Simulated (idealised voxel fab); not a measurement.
Process module name: voxel spacer lines
It is cross-section cut that appears here, measuring 225 nm in width, its square cells being 5 nm in size.
Notation: cross-section as square-cell grid; stated in bands, top first, going down; one or more cell rows per band. This entry defines a band. It first specifies the height of the band's top and the height of its bottom in nm, and then specifies the band's materials from left to right, stating each material with its width in nm. The word "all across" identifies a single material that fills the band from edge to edge, while the word "blank" identifies empty space. Basically, 0 is our baseline, since under it the wafer straight out of the box is all one material. The bottom band has no lower end and keeps on going down, so it looks like "0 down". Width spec "30..40" -> top row of cells at first value, bottom row at second value, equal per-row change in between. Key: "nothing got changed" - step with no changed cell in the cross-section. Under "Enclosed void listing" you'll find the enclosed gaps, the ones with no way out to the top, that are 8 cells or bigger; each reads width x height at distance, with distance counted from the left edge, everything in nm. What comes after the settings on a step's line is commentary from the simulator itself on that step. overlay nm: for a step with a mask, the amount by which the mask lay right of where it was planned; a negative amount means left of it. Heads up before you read on: it's before/after pairs around one process step each, after side only down to the lowest band that changed, step plus settings under the pair. Pairs can be from different runs of this module, same starting wafer, so only chain a pair onto the one above if its "Pre-process cross-section" entry says so.
Pre-process cross-section
- 0 down | Si all across
- Enclosed void listing: none
Resultant Cross-Section
- 10 to 0 | Al2O3 all across
- Whatever lies below 0 is exactly as it was before.
- Enclosed void listing: none
Between the two cross-sections shown above lies op CONFORMAL_DEP | material Al2O3 | thk nm 10
Pre-process cross-section: The prior state of this step coincides with the post-step cross-section of the pair just above.
Resultant Cross-Section
- 25 to 10 | W all across
- Whatever lies below 10 is exactly as it was before.
- Enclosed void listing: none
Between the two cross-sections shown above lies op DIRECTIONAL_DEP | material W | thk nm 15
Pre-process cross-section: The prior state of this step coincides with the post-step cross-section of the pair just above.
Resultant Cross-Section
- 50 to 25 | aC all across
- Whatever lies below 25 is exactly as it was before.
- Enclosed void listing: none
Between the two cross-sections shown above lies op DIRECTIONAL_DEP | material aC | thk nm 25
Pre-process cross-section: The prior state of this step coincides with the post-step cross-section of the pair just above.
Resultant Cross-Section
- 80 to 50 | blank: 20; resist: 25; blank: 55; resist: 25; blank: 55; resist: 25; blank: 20
- Whatever lies below 50 is exactly as it was before.
- Enclosed void listing: none
Between the two cross-sections shown above lies op PATTERN | tone cover | mask id MANDREL | material resist | width nm 25 | pitch nm 80 | thk nm 30 | overlay nm 0
Pre-process cross-section: The prior state of this step coincides with the post-step cross-section of the pair just above.
Resultant Cross-Section
- 55 to 50 | blank: 20; resist: 25; blank: 55; resist: 25; blank: 55; resist: 25; blank: 20
- 50 to 25 | blank: 20; aC: 25; blank: 55; aC: 25; blank: 55; aC: 25; blank: 20
- Whatever lies below 25 is exactly as it was before.
- Enclosed void listing: none
Between the two cross-sections shown above lies op DIRECTIONAL_ETCH | etch materials aC | depth nm 25
Pre-process cross-section: The prior state of this step coincides with the post-step cross-section of the pair just above.
Resultant Cross-Section
- 50 to 25 | blank: 20; aC: 25; blank: 55; aC: 25; blank: 55; aC: 25; blank: 20
- Whatever lies below 25 is exactly as it was before.
- Enclosed void listing: none
Between the two cross-sections shown above lies op STRIP | etch materials resist
Pre-process cross-section: The prior state of this step coincides with the post-step cross-section of the pair just above.
Resultant Cross-Section
- 65 to 50 | blank: 5; SiO2: 55; blank: 25; SiO2: 55; blank: 25; SiO2: 55; blank: 5
- 50 to 40 | blank: 5; SiO2: 15; aC: 25; SiO2: 15; blank: 25; SiO2: 15; aC: 25; SiO2: 15; blank: 25; SiO2: 15; aC: 25; SiO2: 15; blank: 5
- 40 to 25 | SiO2: 20; aC: 25; SiO2: 55; aC: 25; SiO2: 55; aC: 25; SiO2: 20
- Whatever lies below 25 is exactly as it was before.
- Enclosed void listing: none
Between the two cross-sections shown above lies op CONFORMAL_DEP | material SiO2 | thk nm 15
Pre-process cross-section: The prior state of this step coincides with the post-step cross-section of the pair just above.
Resultant Cross-Section
- 50 to 25 | blank: 5; SiO2: 15; aC: 25; SiO2: 15; blank: 25; SiO2: 15; aC: 25; SiO2: 15; blank: 25; SiO2: 15; aC: 25; SiO2: 15; blank: 5
- Whatever lies below 25 is exactly as it was before.
- Enclosed void listing: none
Between the two cross-sections shown above lies op DIRECTIONAL_ETCH | etch materials SiO2 | depth nm 15
Pre-process cross-section: The prior state of this step coincides with the post-step cross-section of the pair just above.
Resultant Cross-Section
- 50 to 25 | blank: 5; SiO2: 15; blank: 25; SiO2: 15; blank: 25; SiO2: 15; blank: 25; SiO2: 15; blank: 25; SiO2: 15; blank: 25; SiO2: 15; blank: 5
- Whatever lies below 25 is exactly as it was before.
- Enclosed void listing: none
Between the two cross-sections shown above lies op STRIP | etch materials aC
Pre-process cross-section: The prior state of this step coincides with the post-step cross-section of the pair just above.
Resultant Cross-Section
- 50 to 25 | blank: 5; SiO2: 15; blank: 25; SiO2: 15; blank: 25; SiO2: 15; blank: 25; SiO2: 15; blank: 25; SiO2: 15; blank: 25; SiO2: 15; blank: 5
- 25 to 10 | blank: 5; W: 15; blank: 25; W: 15; blank: 25; W: 15; blank: 25; W: 15; blank: 25; W: 15; blank: 25; W: 15; blank: 5
- Whatever lies below 10 is exactly as it was before.
- Enclosed void listing: none
Between the two cross-sections shown above lies op DIRECTIONAL_ETCH | etch materials W | depth nm 15
Pre-process cross-section: The prior state of this step coincides with the post-step cross-section of the pair just above.
Resultant Cross-Section
- 25 to 10 | blank: 5; W: 15; blank: 25; W: 15; blank: 25; W: 15; blank: 25; W: 15; blank: 25; W: 15; blank: 25; W: 15; blank: 5
- Whatever lies below 10 is exactly as it was before.
- Enclosed void listing: none
Between the two cross-sections shown above lies op STRIP | etch materials SiO2
Pre-process cross-section
- 0 down | Si all across
- Enclosed void listing: none
Resultant Cross-Section
- 15 to 0 | W all across
- Whatever lies below 0 is exactly as it was before.
- Enclosed void listing: none
Between the two cross-sections shown above lies op DIRECTIONAL_DEP | material W | thk nm 15
Pre-process cross-section: The prior state of this step coincides with the post-step cross-section of the pair just above.
Resultant Cross-Section
- 40 to 15 | aC all across
- Whatever lies below 15 is exactly as it was before.
- Enclosed void listing: none
Between the two cross-sections shown above lies op DIRECTIONAL_DEP | material aC | thk nm 25
Pre-process cross-section: The prior state of this step coincides with the post-step cross-section of the pair just above.
Resultant Cross-Section
- 70 to 40 | blank: 20; resist: 25; blank: 55; resist: 25; blank: 55; resist: 25; blank: 20
- Whatever lies below 40 is exactly as it was before.
- Enclosed void listing: none
Between the two cross-sections shown above lies op PATTERN | tone cover | mask id MANDREL | material resist | width nm 25 | pitch nm 80 | thk nm 30 | overlay nm 0
Pre-process cross-section: The prior state of this step coincides with the post-step cross-section of the pair just above.
Resultant Cross-Section
- 45 to 40 | blank: 20; resist: 25; blank: 55; resist: 25; blank: 55; resist: 25; blank: 20
- 40 to 15 | blank: 20; aC: 25; blank: 55; aC: 25; blank: 55; aC: 25; blank: 20
- Whatever lies below 15 is exactly as it was before.
- Enclosed void listing: none
Between the two cross-sections shown above lies op DIRECTIONAL_ETCH | etch materials aC | depth nm 25
Pre-process cross-section: The prior state of this step coincides with the post-step cross-section of the pair just above.
Resultant Cross-Section
- 40 to 15 | blank: 20; aC: 25; blank: 55; aC: 25; blank: 55; aC: 25; blank: 20
- Whatever lies below 15 is exactly as it was before.
- Enclosed void listing: none
Between the two cross-sections shown above lies op STRIP | etch materials resist
Pre-process cross-section: The prior state of this step coincides with the post-step cross-section of the pair just above.
Resultant Cross-Section
- 55 to 40 | blank: 5; SiO2: 55; blank: 25; SiO2: 55; blank: 25; SiO2: 55; blank: 5
- 40 to 30 | blank: 5; SiO2: 15; aC: 25; SiO2: 15; blank: 25; SiO2: 15; aC: 25; SiO2: 15; blank: 25; SiO2: 15; aC: 25; SiO2: 15; blank: 5
- 30 to 15 | SiO2: 20; aC: 25; SiO2: 55; aC: 25; SiO2: 55; aC: 25; SiO2: 20
- Whatever lies below 15 is exactly as it was before.
- Enclosed void listing: none
Between the two cross-sections shown above lies op CONFORMAL_DEP | material SiO2 | thk nm 15
Pre-process cross-section: The prior state of this step coincides with the post-step cross-section of the pair just above.
Resultant Cross-Section
- 40 to 15 | blank: 5; SiO2: 15; aC: 25; SiO2: 15; blank: 25; SiO2: 15; aC: 25; SiO2: 15; blank: 25; SiO2: 15; aC: 25; SiO2: 15; blank: 5
- Whatever lies below 15 is exactly as it was before.
- Enclosed void listing: none
Between the two cross-sections shown above lies op DIRECTIONAL_ETCH | etch materials SiO2 | depth nm 15
Pre-process cross-section: The prior state of this step coincides with the post-step cross-section of the pair just above.
Resultant Cross-Section
- 40 to 15 | blank: 5; SiO2: 15; blank: 25; SiO2: 15; blank: 25; SiO2: 15; blank: 25; SiO2: 15; blank: 25; SiO2: 15; blank: 25; SiO2: 15; blank: 5
- Whatever lies below 15 is exactly as it was before.
- Enclosed void listing: none
Between the two cross-sections shown above lies op STRIP | etch materials aC
Pre-process cross-section: The prior state of this step coincides with the post-step cross-section of the pair just above.
Resultant Cross-Section
- 40 to 15 | blank: 5; SiO2: 15; blank: 25; SiO2: 15; blank: 25; SiO2: 15; blank: 25; SiO2: 15; blank: 25; SiO2: 15; blank: 25; SiO2: 15; blank: 5
- 15 to 0 | blank: 5; W: 15; blank: 25; W: 15; blank: 25; W: 15; blank: 25; W: 15; blank: 25; W: 15; blank: 25; W: 15; blank: 5
- Whatever lies below 0 is exactly as it was before.
- Enclosed void listing: none
Between the two cross-sections shown above lies op DIRECTIONAL_ETCH | etch materials W | depth nm 15
Pre-process cross-section: The prior state of this step coincides with the post-step cross-section of the pair just above.
Resultant Cross-Section
- 15 to 0 | blank: 5; W: 15; blank: 25; W: 15; blank: 25; W: 15; blank: 25; W: 15; blank: 25; W: 15; blank: 25; W: 15; blank: 5
- Whatever lies below 0 is exactly as it was before.
- Enclosed void listing: none
Between the two cross-sections shown above lies op STRIP | etch materials SiO2
Pre-process cross-section
- 25 to 10 | W all across
- 10 to 0 | Al2O3 all across
- 0 down | Si all across
- Enclosed void listing: none
Resultant Cross-Section
- 40 to 10 | W all across
- Whatever lies below 10 is exactly as it was before.
- Enclosed void listing: none
Between the two cross-sections shown above lies op DIRECTIONAL_DEP | material W | thk nm 15
Pre-process cross-section: The prior state of this step coincides with the post-step cross-section of the pair just above.
Resultant Cross-Section
- 65 to 40 | aC all across
- Whatever lies below 40 is exactly as it was before.
- Enclosed void listing: none
Between the two cross-sections shown above lies op DIRECTIONAL_DEP | material aC | thk nm 25
Pre-process cross-section: The prior state of this step coincides with the post-step cross-section of the pair just above.
Resultant Cross-Section
- 95 to 65 | blank: 20; resist: 25; blank: 55; resist: 25; blank: 55; resist: 25; blank: 20
- Whatever lies below 65 is exactly as it was before.
- Enclosed void listing: none
Between the two cross-sections shown above lies op PATTERN | tone cover | mask id MANDREL | material resist | width nm 25 | pitch nm 80 | thk nm 30 | overlay nm 0
Pre-process cross-section: The prior state of this step coincides with the post-step cross-section of the pair just above.
Resultant Cross-Section
- 70 to 65 | blank: 20; resist: 25; blank: 55; resist: 25; blank: 55; resist: 25; blank: 20
- 65 to 40 | blank: 20; aC: 25; blank: 55; aC: 25; blank: 55; aC: 25; blank: 20
- Whatever lies below 40 is exactly as it was before.
- Enclosed void listing: none
Between the two cross-sections shown above lies op DIRECTIONAL_ETCH | etch materials aC | depth nm 25
Pre-process cross-section: The prior state of this step coincides with the post-step cross-section of the pair just above.
Resultant Cross-Section
- 65 to 40 | blank: 20; aC: 25; blank: 55; aC: 25; blank: 55; aC: 25; blank: 20
- Whatever lies below 40 is exactly as it was before.
- Enclosed void listing: none
Between the two cross-sections shown above lies op STRIP | etch materials resist
Pre-process cross-section: The prior state of this step coincides with the post-step cross-section of the pair just above.
Resultant Cross-Section
- 80 to 65 | blank: 5; SiO2: 55; blank: 25; SiO2: 55; blank: 25; SiO2: 55; blank: 5
- 65 to 55 | blank: 5; SiO2: 15; aC: 25; SiO2: 15; blank: 25; SiO2: 15; aC: 25; SiO2: 15; blank: 25; SiO2: 15; aC: 25; SiO2: 15; blank: 5
- 55 to 40 | SiO2: 20; aC: 25; SiO2: 55; aC: 25; SiO2: 55; aC: 25; SiO2: 20
- Whatever lies below 40 is exactly as it was before.
- Enclosed void listing: none
Between the two cross-sections shown above lies op CONFORMAL_DEP | material SiO2 | thk nm 15
Pre-process cross-section: The prior state of this step coincides with the post-step cross-section of the pair just above.
Resultant Cross-Section
- 65 to 40 | blank: 5; SiO2: 15; aC: 25; SiO2: 15; blank: 25; SiO2: 15; aC: 25; SiO2: 15; blank: 25; SiO2: 15; aC: 25; SiO2: 15; blank: 5
- Whatever lies below 40 is exactly as it was before.
- Enclosed void listing: none
Between the two cross-sections shown above lies op DIRECTIONAL_ETCH | etch materials SiO2 | depth nm 15
Pre-process cross-section: The prior state of this step coincides with the post-step cross-section of the pair just above.
Resultant Cross-Section
- 65 to 40 | blank: 5; SiO2: 15; blank: 25; SiO2: 15; blank: 25; SiO2: 15; blank: 25; SiO2: 15; blank: 25; SiO2: 15; blank: 25; SiO2: 15; blank: 5
- Whatever lies below 40 is exactly as it was before.
- Enclosed void listing: none
Between the two cross-sections shown above lies op STRIP | etch materials aC
Pre-process cross-section: The prior state of this step coincides with the post-step cross-section of the pair just above.
Resultant Cross-Section
- 65 to 40 | blank: 5; SiO2: 15; blank: 25; SiO2: 15; blank: 25; SiO2: 15; blank: 25; SiO2: 15; blank: 25; SiO2: 15; blank: 25; SiO2: 15; blank: 5
- 40 to 25 | blank: 5; W: 15; blank: 25; W: 15; blank: 25; W: 15; blank: 25; W: 15; blank: 25; W: 15; blank: 25; W: 15; blank: 5
- Whatever lies below 25 is exactly as it was before.
- Enclosed void listing: none
Between the two cross-sections shown above lies op DIRECTIONAL_ETCH | etch materials W | depth nm 15
Pre-process cross-section: The prior state of this step coincides with the post-step cross-section of the pair just above.
Resultant Cross-Section
- 40 to 25 | blank: 5; W: 15; blank: 25; W: 15; blank: 25; W: 15; blank: 25; W: 15; blank: 25; W: 15; blank: 25; W: 15; blank: 5
- Whatever lies below 25 is exactly as it was before.
- Enclosed void listing: none
Between the two cross-sections shown above lies op STRIP | etch materials SiO2
Pre-process cross-section
- 15 to 0 | W all across
- 0 down | Si all across
- Enclosed void listing: none
Resultant Cross-Section
- 25 to 15 | Al2O3 all across
- Whatever lies below 15 is exactly as it was before.
- Enclosed void listing: none
Between the two cross-sections shown above lies op CONFORMAL_DEP | material Al2O3 | thk nm 10
Pre-process cross-section: The prior state of this step coincides with the post-step cross-section of the pair just above.
Resultant Cross-Section
- 50 to 25 | aC all across
- Whatever lies below 25 is exactly as it was before.
- Enclosed void listing: none
Between the two cross-sections shown above lies op DIRECTIONAL_DEP | material aC | thk nm 25
Pre-process cross-section: The prior state of this step coincides with the post-step cross-section of the pair just above.
Resultant Cross-Section
- 80 to 50 | blank: 20; resist: 25; blank: 55; resist: 25; blank: 55; resist: 25; blank: 20
- Whatever lies below 50 is exactly as it was before.
- Enclosed void listing: none
Between the two cross-sections shown above lies op PATTERN | tone cover | mask id MANDREL | material resist | width nm 25 | pitch nm 80 | thk nm 30 | overlay nm 0
Pre-process cross-section: The prior state of this step coincides with the post-step cross-section of the pair just above.
Resultant Cross-Section
- 55 to 50 | blank: 20; resist: 25; blank: 55; resist: 25; blank: 55; resist: 25; blank: 20
- 50 to 25 | blank: 20; aC: 25; blank: 55; aC: 25; blank: 55; aC: 25; blank: 20
- Whatever lies below 25 is exactly as it was before.
- Enclosed void listing: none
Between the two cross-sections shown above lies op DIRECTIONAL_ETCH | etch materials aC | depth nm 25
Pre-process cross-section: The prior state of this step coincides with the post-step cross-section of the pair just above.
Resultant Cross-Section
- 50 to 25 | blank: 20; aC: 25; blank: 55; aC: 25; blank: 55; aC: 25; blank: 20
- Whatever lies below 25 is exactly as it was before.
- Enclosed void listing: none
Between the two cross-sections shown above lies op STRIP | etch materials resist
Pre-process cross-section: The prior state of this step coincides with the post-step cross-section of the pair just above.
Resultant Cross-Section
- 65 to 50 | blank: 5; SiO2: 55; blank: 25; SiO2: 55; blank: 25; SiO2: 55; blank: 5
- 50 to 40 | blank: 5; SiO2: 15; aC: 25; SiO2: 15; blank: 25; SiO2: 15; aC: 25; SiO2: 15; blank: 25; SiO2: 15; aC: 25; SiO2: 15; blank: 5
- 40 to 25 | SiO2: 20; aC: 25; SiO2: 55; aC: 25; SiO2: 55; aC: 25; SiO2: 20
- Whatever lies below 25 is exactly as it was before.
- Enclosed void listing: none
Between the two cross-sections shown above lies op CONFORMAL_DEP | material SiO2 | thk nm 15
Pre-process cross-section: The prior state of this step coincides with the post-step cross-section of the pair just above.
Resultant Cross-Section
- 50 to 25 | blank: 5; SiO2: 15; aC: 25; SiO2: 15; blank: 25; SiO2: 15; aC: 25; SiO2: 15; blank: 25; SiO2: 15; aC: 25; SiO2: 15; blank: 5
- Whatever lies below 25 is exactly as it was before.
- Enclosed void listing: none
Between the two cross-sections shown above lies op DIRECTIONAL_ETCH | etch materials SiO2 | depth nm 15
Pre-process cross-section: The prior state of this step coincides with the post-step cross-section of the pair just above.
Resultant Cross-Section
- 50 to 25 | blank: 5; SiO2: 15; blank: 25; SiO2: 15; blank: 25; SiO2: 15; blank: 25; SiO2: 15; blank: 25; SiO2: 15; blank: 25; SiO2: 15; blank: 5
- Whatever lies below 25 is exactly as it was before.
- Enclosed void listing: none
Between the two cross-sections shown above lies op STRIP | etch materials aC
Pre-process cross-section: The prior state of this step coincides with the post-step cross-section of the pair just above.
Resultant Cross-Section
- 25 to 15 | Al2O3 all across
- Whatever lies below 15 is exactly as it was before.
- Enclosed void listing: none
Between the two cross-sections shown above lies op STRIP | etch materials SiO2
Pre-process cross-section
- 10 to 0 | Al2O3 all across
- 0 down | Si all across
- Enclosed void listing: none
Resultant Cross-Section
- 20 to 10 | W all across
- Whatever lies below 10 is exactly as it was before.
- Enclosed void listing: none
Between the two cross-sections shown above lies op DIRECTIONAL_DEP | material W | thk nm 10
Pre-process cross-section: The prior state of this step coincides with the post-step cross-section of the pair just above.
Resultant Cross-Section
- 45 to 20 | aC all across
- Whatever lies below 20 is exactly as it was before.
- Enclosed void listing: none
Between the two cross-sections shown above lies op DIRECTIONAL_DEP | material aC | thk nm 25
Pre-process cross-section: The prior state of this step coincides with the post-step cross-section of the pair just above.
Resultant Cross-Section
- 75 to 45 | blank: 20; resist: 25; blank: 55; resist: 25; blank: 55; resist: 25; blank: 20
- Whatever lies below 45 is exactly as it was before.
- Enclosed void listing: none
Between the two cross-sections shown above lies op PATTERN | tone cover | mask id MANDREL | material resist | width nm 25 | pitch nm 80 | thk nm 30 | overlay nm 0
Pre-process cross-section: The prior state of this step coincides with the post-step cross-section of the pair just above.
Resultant Cross-Section
- 50 to 45 | blank: 20; resist: 25; blank: 55; resist: 25; blank: 55; resist: 25; blank: 20
- 45 to 20 | blank: 20; aC: 25; blank: 55; aC: 25; blank: 55; aC: 25; blank: 20
- Whatever lies below 20 is exactly as it was before.
- Enclosed void listing: none
Between the two cross-sections shown above lies op DIRECTIONAL_ETCH | etch materials aC | depth nm 25
Pre-process cross-section: The prior state of this step coincides with the post-step cross-section of the pair just above.
Resultant Cross-Section
- 45 to 20 | blank: 20; aC: 25; blank: 55; aC: 25; blank: 55; aC: 25; blank: 20
- Whatever lies below 20 is exactly as it was before.
- Enclosed void listing: none
Between the two cross-sections shown above lies op STRIP | etch materials resist
Pre-process cross-section: The prior state of this step coincides with the post-step cross-section of the pair just above.
Resultant Cross-Section
- 60 to 45 | blank: 5; SiO2: 55; blank: 25; SiO2: 55; blank: 25; SiO2: 55; blank: 5
- 45 to 35 | blank: 5; SiO2: 15; aC: 25; SiO2: 15; blank: 25; SiO2: 15; aC: 25; SiO2: 15; blank: 25; SiO2: 15; aC: 25; SiO2: 15; blank: 5
- 35 to 20 | SiO2: 20; aC: 25; SiO2: 55; aC: 25; SiO2: 55; aC: 25; SiO2: 20
- Whatever lies below 20 is exactly as it was before.
- Enclosed void listing: none
Between the two cross-sections shown above lies op CONFORMAL_DEP | material SiO2 | thk nm 15
Pre-process cross-section: The prior state of this step coincides with the post-step cross-section of the pair just above.
Resultant Cross-Section
- 45 to 20 | blank: 5; SiO2: 15; aC: 25; SiO2: 15; blank: 25; SiO2: 15; aC: 25; SiO2: 15; blank: 25; SiO2: 15; aC: 25; SiO2: 15; blank: 5
- Whatever lies below 20 is exactly as it was before.
- Enclosed void listing: none
Between the two cross-sections shown above lies op DIRECTIONAL_ETCH | etch materials SiO2 | depth nm 15
Pre-process cross-section: The prior state of this step coincides with the post-step cross-section of the pair just above.
Resultant Cross-Section
- 45 to 20 | blank: 5; SiO2: 15; blank: 25; SiO2: 15; blank: 25; SiO2: 15; blank: 25; SiO2: 15; blank: 25; SiO2: 15; blank: 25; SiO2: 15; blank: 5
- Whatever lies below 20 is exactly as it was before.
- Enclosed void listing: none
Between the two cross-sections shown above lies op STRIP | etch materials aC
Pre-process cross-section: The prior state of this step coincides with the post-step cross-section of the pair just above.
Resultant Cross-Section
- 45 to 20 | blank: 5; SiO2: 15; blank: 25; SiO2: 15; blank: 25; SiO2: 15; blank: 25; SiO2: 15; blank: 25; SiO2: 15; blank: 25; SiO2: 15; blank: 5
- 20 to 10 | blank: 5; W: 15; blank: 25; W: 15; blank: 25; W: 15; blank: 25; W: 15; blank: 25; W: 15; blank: 25; W: 15; blank: 5
- Whatever lies below 10 is exactly as it was before.
- Enclosed void listing: none
Between the two cross-sections shown above lies op DIRECTIONAL_ETCH | etch materials W | depth nm 15
Pre-process cross-section: The prior state of this step coincides with the post-step cross-section of the pair just above.
Resultant Cross-Section
- 20 to 10 | blank: 5; W: 15; blank: 25; W: 15; blank: 25; W: 15; blank: 25; W: 15; blank: 25; W: 15; blank: 25; W: 15; blank: 5
- Whatever lies below 10 is exactly as it was before.
- Enclosed void listing: none
Between the two cross-sections shown above lies op STRIP | etch materials SiO2
Pre-process cross-section
- 50 to 25 | aC all across
- 25 to 10 | W all across
- 10 to 0 | Al2O3 all across
- 0 down | Si all across
- Enclosed void listing: none
Resultant Cross-Section
- 80 to 50 | blank: 20; resist: 30; blank: 50; resist: 30; blank: 50; resist: 30; blank: 15
- Whatever lies below 50 is exactly as it was before.
- Enclosed void listing: none
Between the two cross-sections shown above lies op PATTERN | tone cover | mask id MANDREL | material resist | width nm 30 | pitch nm 80 | thk nm 30 | overlay nm 0
Pre-process cross-section: The prior state of this step coincides with the post-step cross-section of the pair just above.
Resultant Cross-Section
- 55 to 50 | blank: 20; resist: 30; blank: 50; resist: 30; blank: 50; resist: 30; blank: 15
- 50 to 25 | blank: 20; aC: 30; blank: 50; aC: 30; blank: 50; aC: 30; blank: 15
- Whatever lies below 25 is exactly as it was before.
- Enclosed void listing: none
Between the two cross-sections shown above lies op DIRECTIONAL_ETCH | etch materials aC | depth nm 25
Pre-process cross-section: The prior state of this step coincides with the post-step cross-section of the pair just above.
Resultant Cross-Section
- 50 to 25 | blank: 20; aC: 30; blank: 50; aC: 30; blank: 50; aC: 30; blank: 15
- Whatever lies below 25 is exactly as it was before.
- Enclosed void listing: none
Between the two cross-sections shown above lies op STRIP | etch materials resist
Pre-process cross-section: The prior state of this step coincides with the post-step cross-section of the pair just above.
Resultant Cross-Section
- 65 to 50 | blank: 5; SiO2: 60; blank: 20; SiO2: 60; blank: 20; SiO2: 60
- 50 to 40 | blank: 5; SiO2: 15; aC: 30; SiO2: 15; blank: 20; SiO2: 15; aC: 30; SiO2: 15; blank: 20; SiO2: 15; aC: 30; SiO2: 15
- 40 to 25 | SiO2: 20; aC: 30; SiO2: 50; aC: 30; SiO2: 50; aC: 30; SiO2: 15
- Whatever lies below 25 is exactly as it was before.
- Enclosed void listing: none
Between the two cross-sections shown above lies op CONFORMAL_DEP | material SiO2 | thk nm 15
Pre-process cross-section: The prior state of this step coincides with the post-step cross-section of the pair just above.
Resultant Cross-Section
- 50 to 25 | blank: 5; SiO2: 15; aC: 30; SiO2: 15; blank: 20; SiO2: 15; aC: 30; SiO2: 15; blank: 20; SiO2: 15; aC: 30; SiO2: 15
- Whatever lies below 25 is exactly as it was before.
- Enclosed void listing: none
Between the two cross-sections shown above lies op DIRECTIONAL_ETCH | etch materials SiO2 | depth nm 15
Pre-process cross-section: The prior state of this step coincides with the post-step cross-section of the pair just above.
Resultant Cross-Section
- 50 to 25 | blank: 5; SiO2: 15; blank: 30; SiO2: 15; blank: 20; SiO2: 15; blank: 30; SiO2: 15; blank: 20; SiO2: 15; blank: 30; SiO2: 15
- Whatever lies below 25 is exactly as it was before.
- Enclosed void listing: none
Between the two cross-sections shown above lies op STRIP | etch materials aC
Pre-process cross-section: The prior state of this step coincides with the post-step cross-section of the pair just above.
Resultant Cross-Section
- 50 to 25 | blank: 5; SiO2: 15; blank: 30; SiO2: 15; blank: 20; SiO2: 15; blank: 30; SiO2: 15; blank: 20; SiO2: 15; blank: 30; SiO2: 15
- 25 to 10 | blank: 5; W: 15; blank: 30; W: 15; blank: 20; W: 15; blank: 30; W: 15; blank: 20; W: 15; blank: 30; W: 15
- Whatever lies below 10 is exactly as it was before.
- Enclosed void listing: none
Between the two cross-sections shown above lies op DIRECTIONAL_ETCH | etch materials W | depth nm 15
Pre-process cross-section: The prior state of this step coincides with the post-step cross-section of the pair just above.
Resultant Cross-Section
- 25 to 10 | blank: 5; W: 15; blank: 30; W: 15; blank: 20; W: 15; blank: 30; W: 15; blank: 20; W: 15; blank: 30; W: 15
- Whatever lies below 10 is exactly as it was before.
- Enclosed void listing: none
Between the two cross-sections shown above lies op STRIP | etch materials SiO2
Pre-process cross-section
- 50 to 25 | aC all across
- 25 to 10 | W all across
- 10 to 0 | Al2O3 all across
- 0 down | Si all across
- Enclosed void listing: none
Resultant Cross-Section
- 80 to 50 | blank: 15; resist: 25; blank: 55; resist: 25; blank: 55; resist: 25; blank: 25
- Whatever lies below 50 is exactly as it was before.
- Enclosed void listing: none
Between the two cross-sections shown above lies op PATTERN | tone cover | mask id MANDREL | material resist | width nm 25 | pitch nm 80 | thk nm 30 | overlay nm -5
Pre-process cross-section: The prior state of this step coincides with the post-step cross-section of the pair just above.
Resultant Cross-Section
- 55 to 50 | blank: 15; resist: 25; blank: 55; resist: 25; blank: 55; resist: 25; blank: 25
- 50 to 25 | blank: 15; aC: 25; blank: 55; aC: 25; blank: 55; aC: 25; blank: 25
- Whatever lies below 25 is exactly as it was before.
- Enclosed void listing: none
Between the two cross-sections shown above lies op DIRECTIONAL_ETCH | etch materials aC | depth nm 25
Pre-process cross-section: The prior state of this step coincides with the post-step cross-section of the pair just above.
Resultant Cross-Section
- 50 to 25 | blank: 15; aC: 25; blank: 55; aC: 25; blank: 55; aC: 25; blank: 25
- Whatever lies below 25 is exactly as it was before.
- Enclosed void listing: none
Between the two cross-sections shown above lies op STRIP | etch materials resist
Pre-process cross-section: The prior state of this step coincides with the post-step cross-section of the pair just above.
Resultant Cross-Section
- 65 to 50 | SiO2: 55; blank: 25; SiO2: 55; blank: 25; SiO2: 55; blank: 10
- 50 to 40 | SiO2: 15; aC: 25; SiO2: 15; blank: 25; SiO2: 15; aC: 25; SiO2: 15; blank: 25; SiO2: 15; aC: 25; SiO2: 15; blank: 10
- 40 to 25 | SiO2: 15; aC: 25; SiO2: 55; aC: 25; SiO2: 55; aC: 25; SiO2: 25
- Whatever lies below 25 is exactly as it was before.
- Enclosed void listing: none
Between the two cross-sections shown above lies op CONFORMAL_DEP | material SiO2 | thk nm 15
Pre-process cross-section: The prior state of this step coincides with the post-step cross-section of the pair just above.
Resultant Cross-Section
- 50 to 25 | SiO2: 15; aC: 25; SiO2: 15; blank: 25; SiO2: 15; aC: 25; SiO2: 15; blank: 25; SiO2: 15; aC: 25; SiO2: 15; blank: 10
- Whatever lies below 25 is exactly as it was before.
- Enclosed void listing: none
Between the two cross-sections shown above lies op DIRECTIONAL_ETCH | etch materials SiO2 | depth nm 15
Pre-process cross-section: The prior state of this step coincides with the post-step cross-section of the pair just above.
Resultant Cross-Section
- 50 to 25 | SiO2: 15; blank: 25; SiO2: 15; blank: 25; SiO2: 15; blank: 25; SiO2: 15; blank: 25; SiO2: 15; blank: 25; SiO2: 15; blank: 10
- Whatever lies below 25 is exactly as it was before.
- Enclosed void listing: none
Between the two cross-sections shown above lies op STRIP | etch materials aC
Pre-process cross-section: The prior state of this step coincides with the post-step cross-section of the pair just above.
Resultant Cross-Section
- 50 to 25 | SiO2: 15; blank: 25; SiO2: 15; blank: 25; SiO2: 15; blank: 25; SiO2: 15; blank: 25; SiO2: 15; blank: 25; SiO2: 15; blank: 10
- 25 to 10 | W: 15; blank: 25; W: 15; blank: 25; W: 15; blank: 25; W: 15; blank: 25; W: 15; blank: 25; W: 15; blank: 10
- Whatever lies below 10 is exactly as it was before.
- Enclosed void listing: none
Between the two cross-sections shown above lies op DIRECTIONAL_ETCH | etch materials W | depth nm 15
Pre-process cross-section: The prior state of this step coincides with the post-step cross-section of the pair just above.
Resultant Cross-Section
- 25 to 10 | W: 15; blank: 25; W: 15; blank: 25; W: 15; blank: 25; W: 15; blank: 25; W: 15; blank: 25; W: 15; blank: 10
- Whatever lies below 10 is exactly as it was before.
- Enclosed void listing: none
Between the two cross-sections shown above lies op STRIP | etch materials SiO2
Pre-process cross-section
- 50 to 25 | blank: 20; aC: 25; blank: 55; aC: 25; blank: 55; aC: 25; blank: 20
- 25 to 10 | W all across
- 10 to 0 | Al2O3 all across
- 0 down | Si all across
- Enclosed void listing: none
Resultant Cross-Section
- 65 to 50 | blank: 5; Al2O3: 55; blank: 25; Al2O3: 55; blank: 25; Al2O3: 55; blank: 5
- 50 to 40 | blank: 5; Al2O3: 15; aC: 25; Al2O3: 15; blank: 25; Al2O3: 15; aC: 25; Al2O3: 15; blank: 25; Al2O3: 15; aC: 25; Al2O3: 15; blank: 5
- 40 to 25 | Al2O3: 20; aC: 25; Al2O3: 55; aC: 25; Al2O3: 55; aC: 25; Al2O3: 20
- Whatever lies below 25 is exactly as it was before.
- Enclosed void listing: none
Between the two cross-sections shown above lies op CONFORMAL_DEP | material Al2O3 | thk nm 15
